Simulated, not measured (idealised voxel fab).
The following is a process module called voxel self aligned vias.
170 nm wide, 5 nm square cells: that's cross-section cut.
Notation: cross-section as square-cell grid; stated in bands, top first, going down; one or more cell rows per band.
Band entry format. Leading values: height of top, height of bottom, nm. Remainder: materials in left-to-right order, each with its width in nm. Special words: "throughout" on a single material, which then fills the band edge to edge; "air", empty space.
Measure heights from 0. That's the level where, below it, the as-received wafer is all one material. The lowest band is bottomless and extends downward; write it as in "0 -> down".
It should be noted that a width expressed as "30->40" varies in equal increments from row to row of cells within the band, taking the value of the first number at the top row and that of the second number at the bottom row.
Step note "nothing was modified" = no cross-section cell changed.
Basically, "closed voids" tells you about the enclosed voids: empty spaces with no open way to the top, 8 cells or bigger, each written width x height at distance, where distance is from the left edge, all in nm.
Heads up: the bit after the settings on a step's line is the simulator's remark on that step.
"overlay nm", when on a step's line for a step with a mask, measures how far to the right of its planned place the mask lay; a negative measure means to the left.
The following list gives the planned process steps
1) op RECEIVE | material Si
2) op CONFORMAL_DEP | material SiO2 | thk nm 15
3) op CONFORMAL_DEP | material SiCN | thk nm 5
4) op DIRECTIONAL_DEP | material lowk | thk nm 30
5) op DIRECTIONAL_DEP | material aC | thk nm 15
6) op PATTERN | tone open | mask id LINES | material resist | width nm 30 | pitch nm 60 | thk nm 30 | overlay nm 0
7) op DIRECTIONAL_ETCH | etch materials aC | depth nm 15
8) op STRIP | etch materials resist
9) op DIRECTIONAL_ETCH | etch materials lowk | depth nm 30
10) op STRIP | etch materials aC
11) op CONFORMAL_DEP | material TiN | thk nm 5
12) op FILL_DEP | material Ru | thk nm 5
13) op CMP | height nm 50
14) op SELECTIVE_ETCH | etch materials W Ru TiN | depth nm 5
15) op FILL_DEP | material SiN | thk nm 5
16) op CMP | height nm 50
17) op DIRECTIONAL_DEP | material lowk | thk nm 20
18) op DIRECTIONAL_DEP | material aC | thk nm 10
19) op PATTERN | tone open | mask id VIAS | material resist | width nm 40 | thk nm 25 | overlay nm 0
20) op DIRECTIONAL_ETCH | etch materials aC | depth nm 10
21) op STRIP | etch materials resist
22) op DIRECTIONAL_ETCH | etch materials lowk | depth nm 20
23) op DIRECTIONAL_ETCH | etch materials SiN | depth nm 5
24) op STRIP | etch materials aC
25) op CONFORMAL_DEP | material TiN | thk nm 5
26) op FILL_DEP | material W | thk nm 10
27) op CMP | height nm 70
28) op CONFORMAL_DEP | material SiN | thk nm 5
So this is the incoming wafer in cross-section - it's already been through step 1
0 -> down  Si throughout
closed voids: none
a wafer at the end: this start, this plan, one mistake
75 -> 70  SiN throughout
70 -> 55  lowk: 35  TiN: 5  W: 30  TiN: 5  lowk: 95
55 -> 50  lowk: 35  TiN: 10  W: 20  TiN: 10  lowk: 95
50 -> 45  lowk: 40  TiN: 30  lowk: 30  SiN: 30  lowk: 40
45 -> 25  lowk: 40  TiN: 5  Ru: 20  TiN: 5  lowk: 30  TiN: 5  Ru: 20  TiN: 5  lowk: 40
25 -> 20  lowk: 40  TiN: 30  lowk: 30  TiN: 30  lowk: 40
20 -> 15  Ru throughout
15 -> 0  SiO2 throughout
0 -> down  Si throughout
closed voids: none
Plan not followed: step 3 was run on a setting that differed from the plan, and what really ran there is op CONFORMAL_DEP | material Ru | thk nm 5
